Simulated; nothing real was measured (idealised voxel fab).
process module | voxel fin reveal
cross-section cut | 235 nm wide | cells 5 nm
A cross-section is a grid of square cells, given in bands from the top down. A band is one or more rows of cells.
Each band's line starts with the height of the band's top and of its bottom, in nm. Then come its materials from left to right, each with its width in nm. One material with "throughout" fills the band from edge to edge. "air" is empty space.
Height 0 is the level under which the wafer as received is all one material. The lowest band goes on downwards, as in "0 down".
A width such as "30 to 40" changes by the same amount from each row of cells to the next, from the band's top row to its bottom row.
"no change" after a step means that no cell of the cross-section changed.
closed voids: empty space of 8 cells or more with no open way to the top, each as width x height at its distance from the left edge, in nm
after a step's settings: what the simulator itself notes on the step
overlay nm, on a step with a mask: how far to the right of its planned place the mask lay; to the left if negative
plan
1 op RECEIVE | material Si
2 op CONFORMAL_DEP | material SiN | thk nm 5
3 op PATTERN | tone cover | mask id FINS | material resist | width nm 15 | pitch nm 40 | thk nm 20 | overlay nm 0
4 op DIRECTIONAL_ETCH | etch materials SiN | depth nm 5
5 op DIRECTIONAL_ETCH | etch materials Si | depth nm 35
6 op STRIP | etch materials resist
7 op OXIDIZE | depth nm 5
8 op FILL_DEP | material SiO2 | thk nm 5
9 op CMP | height nm 5
10 op SELECTIVE_ETCH | etch materials SiO2 | depth nm 15
11 op STRIP | etch materials SiN
12 op CONFORMAL_DEP | material SiO2 | thk nm 5
as received, after step 1
  0 down: Si throughout
  closed voids: none
first wafer at the end, as planned
  5 to 0: air 50 | SiO2 15 | air 25 | SiO2 15 | air 25 | SiO2 15 | air 25 | SiO2 15 | air 50
  0 to -5: air 50 | SiO2 5 | Si 5 | SiO2 5 | air 25 | SiO2 5 | Si 5 | SiO2 5 | air 25 | SiO2 5 | Si 5 | SiO2 5 | air 25 | SiO2 5 | Si 5 | SiO2 5 | air 50
  -5 to -40: SiO2 55 | Si 5 | SiO2 35 | Si 5 | SiO2 35 | Si 5 | SiO2 35 | Si 5 | SiO2 55
  -40 down: Si throughout
  closed voids: none
second wafer at the end: like start, like plan, one mistake
  5 to 0: air 55 | SiO2 15 | air 25 | SiO2 15 | air 25 | SiO2 15 | air 25 | SiO2 15 | air 45
  0 to -5: air 55 | SiO2 5 | Si 5 | SiO2 5 | air 25 | SiO2 5 | Si 5 | SiO2 5 | air 25 | SiO2 5 | Si 5 | SiO2 5 | air 25 | SiO2 5 | Si 5 | SiO2 5 | air 45
  -5 to -40: SiO2 60 | Si 5 | SiO2 35 | Si 5 | SiO2 35 | Si 5 | SiO2 35 | Si 5 | SiO2 50
  -40 down: Si throughout
  closed voids: none
what went wrong: step 3 ran as: op PATTERN | tone cover | mask id FINS | material resist | width nm 15 | pitch nm 40 | thk nm 20 | overlay nm 5
at the end the second wafer has, in cells: as many of each material as the first, in other places
